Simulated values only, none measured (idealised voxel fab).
process module | voxel lift off
cross-section cut | 250 nm wide | cells 5 nm
A cross-section is a grid of square cells, given in bands from the top down. A band is one or more rows of cells.
Each band's line starts with the height of the band's top and of its bottom, in nm. Then come its materials from left to right, each with its width in nm. One material with "throughout" fills the band from edge to edge. "air" is empty space.
Height 0 is the level under which the wafer as received is all one material. The lowest band goes on downwards, as in "0 down".
A width such as "30 to 40" changes by the same amount from each row of cells to the next, from the band's top row to its bottom row.
"no change" after a step means that no cell of the cross-section changed.
closed voids: empty space of 8 cells or more with no open way to the top, each as width x height at its distance from the left edge, in nm
after a step's settings: what the simulator itself notes on the step
overlay nm, on a step with a mask: how far to the right of its planned place the mask lay; to the left if negative
plan
1 op RECEIVE | material Si
2 op CONFORMAL_DEP | material SiN | thk nm 15
3 op PATTERN | tone open | mask id LINES | material resist | width nm 30 | pitch nm 50 | thk nm 25 | overlay nm 0
4 op DIRECTIONAL_DEP | material Ru | thk nm 15
5 op STRIP | etch materials resist
6 op CONFORMAL_DEP | material SiCN | thk nm 10
first wafer, as planned
as received, after step 1
  0 down: Si throughout
  closed voids: none
after step 2
  15 to 0: SiN throughout
  below 0: unchanged
after step 3
  40 to 15: resist 35 | air 30 | resist 20 | air 30 | resist 20 | air 30 | resist 20 | air 30 | resist 35
  below 15: unchanged
after step 4
  55 to 40: Ru 35 | air 30 | Ru 20 | air 30 | Ru 20 | air 30 | Ru 20 | air 30 | Ru 35
  40 to 30: resist 35 | air 30 | resist 20 | air 30 | resist 20 | air 30 | resist 20 | air 30 | resist 35
  30 to 15: resist 35 | Ru 30 | resist 20 | Ru 30 | resist 20 | Ru 30 | resist 20 | Ru 30 | resist 35
  below 15: unchanged
after step 5
  30 to 15: air 35 | Ru 30 | air 20 | Ru 30 | air 20 | Ru 30 | air 20 | Ru 30 | air 35
  below 15: unchanged
after step 6
  40 to 30: air 25 | SiCN 200 | air 25
  30 to 25: air 25 | SiCN 10 | Ru 30 | SiCN 20 | Ru 30 | SiCN 20 | Ru 30 | SiCN 20 | Ru 30 | SiCN 10 | air 25
  25 to 15: SiCN 35 | Ru 30 | SiCN 20 | Ru 30 | SiCN 20 | Ru 30 | SiCN 20 | Ru 30 | SiCN 35
  below 15: unchanged
second wafer: like start, like plan, one mistake. Through step 3 it matches the first wafer
when step 4 should have ended: no change
when step 5 should have ended
  15 to 0: SiN throughout
  below 0: unchanged
when step 6 should have ended
  25 to 15: SiCN throughout
  below 15: unchanged
what went wrong: step 4 was left out
at the end the second wafer has, in cells: 72 fewer of Ru | 48 fewer of SiCN
